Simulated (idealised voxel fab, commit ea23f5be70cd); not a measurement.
process module | voxel self aligned vias
cross-section cut | 295 nm wide | cells 5 nm
A cross-section is a grid of square cells, given in bands from the top down. A band is one or more rows of cells.
Each band's line starts with the height of the band's top and of its bottom, in nm. Then come its materials from left to right, each with its width in nm. One material with "throughout" fills the band from edge to edge. "air" is empty space.
Height 0 is the level under which the wafer as received is all one material. The lowest band goes on downwards, as in "0 down".
A width such as "30 to 40" changes by the same amount from each row of cells to the next, from the band's top row to its bottom row.
"no change" after a step means that no cell of the cross-section changed.
closed voids: empty space of 8 cells or more with no open way to the top, each as width x height at its distance from the left edge, in nm
after a step's settings: what the simulator itself notes on the step
overlay nm, on a step with a mask: how far to the right of its planned place the mask lay; to the left if negative
plan
1 op RECEIVE | material Si
2 op CONFORMAL_DEP | material SiO2 | thk nm 10
3 op CONFORMAL_DEP | material SiCN | thk nm 5
4 op DIRECTIONAL_DEP | material SiO2 | thk nm 25
5 op DIRECTIONAL_DEP | material aC | thk nm 15
6 op PATTERN | tone open | mask id LINES | material resist | width nm 30 | pitch nm 65 | thk nm 30 | overlay nm 0
7 op DIRECTIONAL_ETCH | etch materials aC | depth nm 15
8 op STRIP | etch materials resist
9 op DIRECTIONAL_ETCH | etch materials SiO2 | depth nm 25
10 op STRIP | etch materials aC
11 op CONFORMAL_DEP | material TiN | thk nm 5
12 op FILL_DEP | material W | thk nm 5
13 op CMP | height nm 40
14 op SELECTIVE_ETCH | etch materials W Ru TiN | depth nm 5
15 op FILL_DEP | material SiN | thk nm 5
16 op CMP | height nm 40
17 op DIRECTIONAL_DEP | material SiO2 | thk nm 15
18 op DIRECTIONAL_DEP | material aC | thk nm 15
19 op PATTERN | tone open | mask id VIAS | material resist | width nm 40 | thk nm 35 | overlay nm 0
20 op DIRECTIONAL_ETCH | etch materials aC | depth nm 15
21 op STRIP | etch materials resist
22 op DIRECTIONAL_ETCH | etch materials SiO2 | depth nm 15
23 op DIRECTIONAL_ETCH | etch materials SiN | depth nm 5
24 op STRIP | etch materials aC
25 op CONFORMAL_DEP | material TiN | thk nm 5
26 op FILL_DEP | material W | thk nm 5
27 op CMP | height nm 55
28 op CONFORMAL_DEP | material SiN | thk nm 5
first wafer, as planned
as received, after step 1
  0 down: Si throughout
  closed voids: none
after step 2
  10 to 0: SiO2 throughout
  below 0: unchanged
after step 3
  15 to 10: SiCN throughout
  below 10: unchanged
after step 4
  40 to 15: SiO2 throughout
  below 15: unchanged
after step 5
  55 to 40: aC throughout
  below 40: unchanged
after step 6
  85 to 55: resist 100 | air 30 | resist 35 | air 30 | resist 100
  below 55: unchanged
after step 7
  70 to 55: resist 100 | air 30 | resist 35 | air 30 | resist 100
  55 to 40: aC 100 | air 30 | aC 35 | air 30 | aC 100
  below 40: unchanged
after step 8
  55 to 40: aC 100 | air 30 | aC 35 | air 30 | aC 100
  below 40: unchanged
after step 9
  55 to 40: aC 100 | air 30 | aC 35 | air 30 | aC 100
  40 to 15: SiO2 100 | air 30 | SiO2 35 | air 30 | SiO2 100
  below 15: unchanged
after step 10
  40 to 15: SiO2 100 | air 30 | SiO2 35 | air 30 | SiO2 100
  below 15: unchanged
after step 11
  45 to 40: TiN 105 | air 20 | TiN 45 | air 20 | TiN 105
  40 to 20: SiO2 100 | TiN 5 | air 20 | TiN 5 | SiO2 35 | TiN 5 | air 20 | TiN 5 | SiO2 100
  20 to 15: SiO2 100 | TiN 30 | SiO2 35 | TiN 30 | SiO2 100
  below 15: unchanged
after step 12
  50 to 45: W throughout
  45 to 40: TiN 105 | W 20 | TiN 45 | W 20 | TiN 105
  40 to 20: SiO2 100 | TiN 5 | W 20 | TiN 5 | SiO2 35 | TiN 5 | W 20 | TiN 5 | SiO2 100
  below 20: unchanged
after step 13
  40 to 20: SiO2 100 | TiN 5 | W 20 | TiN 5 | SiO2 35 | TiN 5 | W 20 | TiN 5 | SiO2 100
  below 20: unchanged
after step 14
  40 to 35: SiO2 100 | air 30 | SiO2 35 | air 30 | SiO2 100
  below 35: unchanged
after step 15
  45 to 40: SiN throughout
  40 to 35: SiO2 100 | SiN 30 | SiO2 35 | SiN 30 | SiO2 100
  below 35: unchanged
after step 16
  40 to 35: SiO2 100 | SiN 30 | SiO2 35 | SiN 30 | SiO2 100
  below 35: unchanged
after step 17
  55 to 40: SiO2 throughout
  below 40: unchanged
after step 18
  70 to 55: aC throughout
  below 55: unchanged
after step 19
  105 to 70: resist 95 | air 40 | resist 160
  below 70: unchanged
after step 20
  90 to 70: resist 95 | air 40 | resist 160
  70 to 55: aC 95 | air 40 | aC 160
  below 55: unchanged
after step 21
  70 to 55: aC 95 | air 40 | aC 160
  below 55: unchanged
after step 22
  70 to 55: aC 95 | air 40 | aC 160
  55 to 40: SiO2 95 | air 40 | SiO2 160
  below 40: unchanged
after step 23
  70 to 55: aC 95 | air 40 | aC 160
  55 to 40: SiO2 95 | air 40 | SiO2 160
  40 to 35: SiO2 100 | air 30 | SiO2 35 | SiN 30 | SiO2 100
  below 35: unchanged
after step 24
  55 to 40: SiO2 95 | air 40 | SiO2 160
  below 40: unchanged
after step 25
  60 to 55: TiN 100 | air 30 | TiN 165
  55 to 45: SiO2 95 | TiN 5 | air 30 | TiN 5 | SiO2 160
  45 to 40: SiO2 95 | TiN 10 | air 20 | TiN 10 | SiO2 160
  40 to 35: SiO2 100 | TiN 30 | SiO2 35 | SiN 30 | SiO2 100
  below 35: unchanged
after step 26
  65 to 60: W throughout
  60 to 55: TiN 100 | W 30 | TiN 165
  55 to 45: SiO2 95 | TiN 5 | W 30 | TiN 5 | SiO2 160
  45 to 40: SiO2 95 | TiN 10 | W 20 | TiN 10 | SiO2 160
  below 40: unchanged
after step 27
  55 to 45: SiO2 95 | TiN 5 | W 30 | TiN 5 | SiO2 160
  below 45: unchanged
after step 28
  60 to 55: SiN throughout
  below 55: unchanged
second wafer: like start, like plan, one mistake. Through step 1 it matches the first wafer
when step 2 should have ended
  15 to 0: SiO2 throughout
  below 0: unchanged
when step 3 should have ended
  20 to 15: SiCN throughout
  below 15: unchanged
when step 4 should have ended
  45 to 20: SiO2 throughout
  below 20: unchanged
when step 5 should have ended
  60 to 45: aC throughout
  below 45: unchanged
when step 6 should have ended
  90 to 60: resist 100 | air 30 | resist 35 | air 30 | resist 100
  below 60: unchanged
when step 7 should have ended
  75 to 60: resist 100 | air 30 | resist 35 | air 30 | resist 100
  60 to 45: aC 100 | air 30 | aC 35 | air 30 | aC 100
  below 45: unchanged
when step 8 should have ended
  60 to 45: aC 100 | air 30 | aC 35 | air 30 | aC 100
  below 45: unchanged
when step 9 should have ended
  60 to 45: aC 100 | air 30 | aC 35 | air 30 | aC 100
  45 to 20: SiO2 100 | air 30 | SiO2 35 | air 30 | SiO2 100
  below 20: unchanged
when step 10 should have ended
  45 to 20: SiO2 100 | air 30 | SiO2 35 | air 30 | SiO2 100
  below 20: unchanged
when step 11 should have ended
  50 to 45: TiN 105 | air 20 | TiN 45 | air 20 | TiN 105
  45 to 25: SiO2 100 | TiN 5 | air 20 | TiN 5 | SiO2 35 | TiN 5 | air 20 | TiN 5 | SiO2 100
  25 to 20: SiO2 100 | TiN 30 | SiO2 35 | TiN 30 | SiO2 100
  below 20: unchanged
when step 12 should have ended
  55 to 50: W throughout
  50 to 45: TiN 105 | W 20 | TiN 45 | W 20 | TiN 105
  45 to 25: SiO2 100 | TiN 5 | W 20 | TiN 5 | SiO2 35 | TiN 5 | W 20 | TiN 5 | SiO2 100
  below 25: unchanged
when step 13 should have ended
  40 to 25: SiO2 100 | TiN 5 | W 20 | TiN 5 | SiO2 35 | TiN 5 | W 20 | TiN 5 | SiO2 100
  below 25: unchanged
when step 14 should have ended
  40 to 35: SiO2 100 | air 30 | SiO2 35 | air 30 | SiO2 100
  below 35: unchanged
when step 15 should have ended
  45 to 40: SiN throughout
  40 to 35: SiO2 100 | SiN 30 | SiO2 35 | SiN 30 | SiO2 100
  below 35: unchanged
when step 16 should have ended
  40 to 35: SiO2 100 | SiN 30 | SiO2 35 | SiN 30 | SiO2 100
  below 35: unchanged
when step 17 should have ended
  55 to 40: SiO2 throughout
  below 40: unchanged
when step 18 should have ended
  70 to 55: aC throughout
  below 55: unchanged
when step 19 should have ended
  105 to 70: resist 95 | air 40 | resist 160
  below 70: unchanged
when step 20 should have ended
  90 to 70: resist 95 | air 40 | resist 160
  70 to 55: aC 95 | air 40 | aC 160
  below 55: unchanged
when step 21 should have ended
  70 to 55: aC 95 | air 40 | aC 160
  below 55: unchanged
when step 22 should have ended
  70 to 55: aC 95 | air 40 | aC 160
  55 to 40: SiO2 95 | air 40 | SiO2 160
  below 40: unchanged
when step 23 should have ended
  70 to 55: aC 95 | air 40 | aC 160
  55 to 40: SiO2 95 | air 40 | SiO2 160
  40 to 35: SiO2 100 | air 30 | SiO2 35 | SiN 30 | SiO2 100
  below 35: unchanged
when step 24 should have ended
  55 to 40: SiO2 95 | air 40 | SiO2 160
  below 40: unchanged
when step 25 should have ended
  60 to 55: TiN 100 | air 30 | TiN 165
  55 to 45: SiO2 95 | TiN 5 | air 30 | TiN 5 | SiO2 160
  45 to 40: SiO2 95 | TiN 10 | air 20 | TiN 10 | SiO2 160
  40 to 35: SiO2 100 | TiN 30 | SiO2 35 | SiN 30 | SiO2 100
  below 35: unchanged
when step 26 should have ended
  65 to 60: W throughout
  60 to 55: TiN 100 | W 30 | TiN 165
  55 to 45: SiO2 95 | TiN 5 | W 30 | TiN 5 | SiO2 160
  45 to 40: SiO2 95 | TiN 10 | W 20 | TiN 10 | SiO2 160
  below 40: unchanged
when step 27 should have ended
  55 to 45: SiO2 95 | TiN 5 | W 30 | TiN 5 | SiO2 160
  below 45: unchanged
when step 28 should have ended
  60 to 55: SiN throughout
  below 55: unchanged
what went wrong: step 2 ran as: op CONFORMAL_DEP | material SiO2 | thk nm 15
at the end the second wafer has, in cells: 12 more of SiO2 | 4 fewer of TiN | 8 fewer of W
